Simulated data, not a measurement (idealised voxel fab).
Process module heading - voxel plated lines
225 nm wide, 5 nm square cells: that's cross-section cut.
Heads up, the way a cross-section reads in here is a grid of square cells, handed over as bands from the top down, with every band being one or more rows of cells. Band: top height; bottom height; in nm. Then, left to right: material with width in nm, for each material. "everywhere": a single material spanning edge to edge. "empty": empty space. Basically, 0 is our baseline, since under it the wafer straight out of the box is all one material. The bottom band has no lower end and keeps on going down, so it looks like "0 nm and below". The two numbers in a width such as "30 to 40" mark its ends across the band: the first belongs to the top row of cells, the second to the bottom row, and from each row to the next the width moves by the same amount. "changes: none", as given for a step, is the statement that not any cell of the cross-section underwent a change during that step. This entry, "Entrapped voids", enumerates those empty regions of no fewer than 8 cells that possess no open connection to the top. Each region is reported in the form width x height at distance, the distance being taken from the left edge, with all three quantities expressed in nm. Text after the settings on a step's line: the simulator's own remark on that step. "overlay nm" answers the question of how far to the right of plan the mask lay on a step that has a mask, and when it is negative the answer is to the left.
Set out below are the planned steps of the process
1. RECEIVE,material Si
2. CONFORMAL_DEP,material Al2O3,thk nm 5
3. DIRECTIONAL_DEP,material TiN,thk nm 5
4. PATTERN,tone open,mask id LINES,material resist,width nm 20,pitch nm 45,thk nm 30,overlay nm -15
5. EPI,material Ru,thk nm 5
6. EPI,material Ru,thk nm 5
7. STRIP,etch materials resist
8. DIRECTIONAL_ETCH,etch materials TiN,depth nm 5
9. CONFORMAL_DEP,material SiN,thk nm 10
Be aware that, although all wafers share a common starting state, the overlay nm at step 4 differs among them, and the plan displays the first wafer's value.
So this is the first of several wafers, cross-sectioned as it came to us, meaning it's at the end of step 1
> 0 nm and below  Si everywhere
> Entrapped voids: none
Module finished, last step 9 done: cross-section of the first of several wafers
> 30 nm to 20 nm  empty 55 | SiN 40 | empty 5 | SiN 40 | empty 85
> 20 nm to 15 nm  empty 55 | SiN 10 | Ru 20 | SiN 10 | empty 5 | SiN 10 | Ru 20 | SiN 10 | empty 85
> 15 nm to 10 nm  SiN 65 | Ru 20 | SiN 25 | Ru 20 | SiN 95
> 10 nm to 5 nm  SiN 65 | TiN 20 | SiN 25 | TiN 20 | SiN 95
> 5 nm to 0 nm  Al2O3 everywhere
> 0 nm and below  Si everywhere
> Entrapped voids: none
X-section, last wafer, module end
> 30 nm to 20 nm  empty 85 | SiN 40 | empty 5 | SiN 40 | empty 55
> 20 nm to 15 nm  empty 85 | SiN 10 | Ru 20 | SiN 10 | empty 5 | SiN 10 | Ru 20 | SiN 10 | empty 55
> 15 nm to 10 nm  SiN 95 | Ru 20 | SiN 25 | Ru 20 | SiN 65
> 10 nm to 5 nm  SiN 95 | TiN 20 | SiN 25 | TiN 20 | SiN 65
> 5 nm to 0 nm  Al2O3 everywhere
> 0 nm and below  Si everywhere
> Entrapped voids: none
So in this table every wafer gets its own row, and what you see is where it stands at the end of the module: for each material, how many cells it picked up (+) or gave up (-) since we received it, and after that its closed voids
overlay nm -15, +45 Al2O3, +16 Ru, +114 SiN, +8 TiN, Entrapped voids: none
overlay nm -10, +45 Al2O3, +16 Ru, +114 SiN, +8 TiN, Entrapped voids: none
overlay nm -5, +45 Al2O3, +16 Ru, +114 SiN, +8 TiN, Entrapped voids: none
overlay nm 0, +45 Al2O3, +16 Ru, +114 SiN, +8 TiN, Entrapped voids: none
overlay nm 5, +45 Al2O3, +16 Ru, +114 SiN, +8 TiN, Entrapped voids: none
overlay nm 10, +45 Al2O3, +16 Ru, +114 SiN, +8 TiN, Entrapped voids: none
overlay nm 15, +45 Al2O3, +16 Ru, +114 SiN, +8 TiN, Entrapped voids: none
